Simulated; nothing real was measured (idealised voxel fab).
process module | voxel wiring stack
cross-section cut | 245 nm wide | cells 5 nm
A cross-section is a grid of square cells, given in bands from the top down. A band is one or more rows of cells.
Each band's line starts with the height of the band's top and of its bottom, in nm. Then come its materials from left to right, each with its width in nm. One material with "throughout" fills the band from edge to edge. "air" is empty space.
Height 0 is the level under which the wafer as received is all one material. The lowest band goes on downwards, as in "0 down".
A width such as "30 to 40" changes by the same amount from each row of cells to the next, from the band's top row to its bottom row.
"no change" after a step means that no cell of the cross-section changed.
closed voids: empty space of 8 cells or more with no open way to the top, each as width x height at its distance from the left edge, in nm
after a step's settings: what the simulator itself notes on the step
overlay nm, on a step with a mask: how far to the right of its planned place the mask lay; to the left if negative
plan
1 op RECEIVE | material Si
2 op CONFORMAL_DEP | material SiO2 | thk nm 10
3 op CONFORMAL_DEP | material SiCN | thk nm 5
4 op DIRECTIONAL_DEP | material lowk | thk nm 20
5 op PATTERN | tone open | mask id METAL_1 | material resist | width nm 25 | pitch nm 55 | thk nm 20 | overlay nm 0
6 op DIRECTIONAL_ETCH | etch materials lowk | depth nm 20
7 op DIRECTIONAL_ETCH | etch materials SiCN | depth nm 5
8 op STRIP | etch materials resist
9 op CONFORMAL_DEP | material TiN | thk nm 5
10 op FILL_DEP | material W | thk nm 10
11 op CMP | height nm 35
12 op CONFORMAL_DEP | material SiCN | thk nm 5
13 op DIRECTIONAL_DEP | material lowk | thk nm 35
14 op PATTERN | tone open | mask id METAL_2 | material resist | width nm 25 | pitch nm 55 | thk nm 15 | overlay nm 0
15 op DIRECTIONAL_ETCH | etch materials lowk | depth nm 20
16 op STRIP | etch materials resist
17 op PATTERN | tone open | mask id METAL_2_HOLES | material resist | width nm 15 | pitch nm 110 | thk nm 20 | overlay nm 0
18 op DIRECTIONAL_ETCH | etch materials lowk | depth nm 15
19 op DIRECTIONAL_ETCH | etch materials SiCN | depth nm 5
20 op STRIP | etch materials resist
21 op CONFORMAL_DEP | material TiN | thk nm 5
22 op FILL_DEP | material Cu | thk nm 5
23 op CMP | height nm 75
24 op CONFORMAL_DEP | material SiN | thk nm 5
as received, after step 1
  0 down: Si throughout
  closed voids: none
first wafer at the end, as planned
  80 to 75: SiN throughout
  75 to 60: lowk 25 | TiN 5 | Cu 15 | TiN 5 | lowk 30 | TiN 5 | Cu 15 | TiN 5 | lowk 30 | TiN 5 | Cu 15 | TiN 5 | lowk 30 | TiN 5 | Cu 15 | TiN 5 | lowk 30
  60 to 55: lowk 25 | TiN 5 | Cu 5 | TiN 15 | lowk 30 | TiN 25 | lowk 30 | TiN 5 | Cu 5 | TiN 15 | lowk 30 | TiN 25 | lowk 30
  55 to 40: lowk 25 | TiN 5 | Cu 5 | TiN 5 | lowk 95 | TiN 5 | Cu 5 | TiN 5 | lowk 95
  40 to 35: SiCN 25 | TiN 15 | SiCN 95 | TiN 15 | SiCN 95
  35 to 15: lowk 25 | TiN 5 | W 15 | TiN 5 | lowk 30 | TiN 5 | W 15 | TiN 5 | lowk 30 | TiN 5 | W 15 | TiN 5 | lowk 30 | TiN 5 | W 15 | TiN 5 | lowk 30
  15 to 10: SiCN 25 | TiN 25 | SiCN 30 | TiN 25 | SiCN 30 | TiN 25 | SiCN 30 | TiN 25 | SiCN 30
  10 to 0: SiO2 throughout
  0 down: Si throughout
  closed voids: none
second wafer at the end: like start, like plan, one mistake
  80 to 75: SiN throughout
  75 to 65: Cu 35 | TiN 5 | lowk 10 | TiN 5 | Cu 20 | TiN 5 | lowk 25 | TiN 5 | Cu 35 | TiN 5 | lowk 10 | TiN 5 | Cu 20 | TiN 5 | lowk 25 | TiN 5 | Cu 25
  65 to 60: Cu 20 | TiN 20 | lowk 10 | TiN 5 | Cu 20 | TiN 5 | lowk 25 | TiN 5 | Cu 20 | TiN 20 | lowk 10 | TiN 5 | Cu 20 | TiN 5 | lowk 25 | TiN 5 | Cu 25
  60 to 55: TiN 25 | lowk 25 | TiN 30 | lowk 25 | TiN 30 | lowk 25 | TiN 30 | lowk 25 | TiN 30
  55 to 40: lowk throughout
  40 to 35: SiCN throughout
  35 to 15: lowk 25 | TiN 5 | W 15 | TiN 5 | lowk 30 | TiN 5 | W 15 | TiN 5 | lowk 30 | TiN 5 | W 15 | TiN 5 | lowk 30 | TiN 5 | W 15 | TiN 5 | lowk 30
  15 to 10: SiCN 25 | TiN 25 | SiCN 30 | TiN 25 | SiCN 30 | TiN 25 | SiCN 30 | TiN 25 | SiCN 30
  10 to 0: SiO2 throughout
  0 down: Si throughout
  closed voids: none
what went wrong: step 14 ran as: op PATTERN | tone cover | mask id METAL_2 | material resist | width nm 25 | pitch nm 55 | thk nm 15 | overlay nm 0
at the end the second wafer has, in cells: 31 more of Cu | 6 more of SiCN | 1 fewer of TiN | 36 fewer of lowk
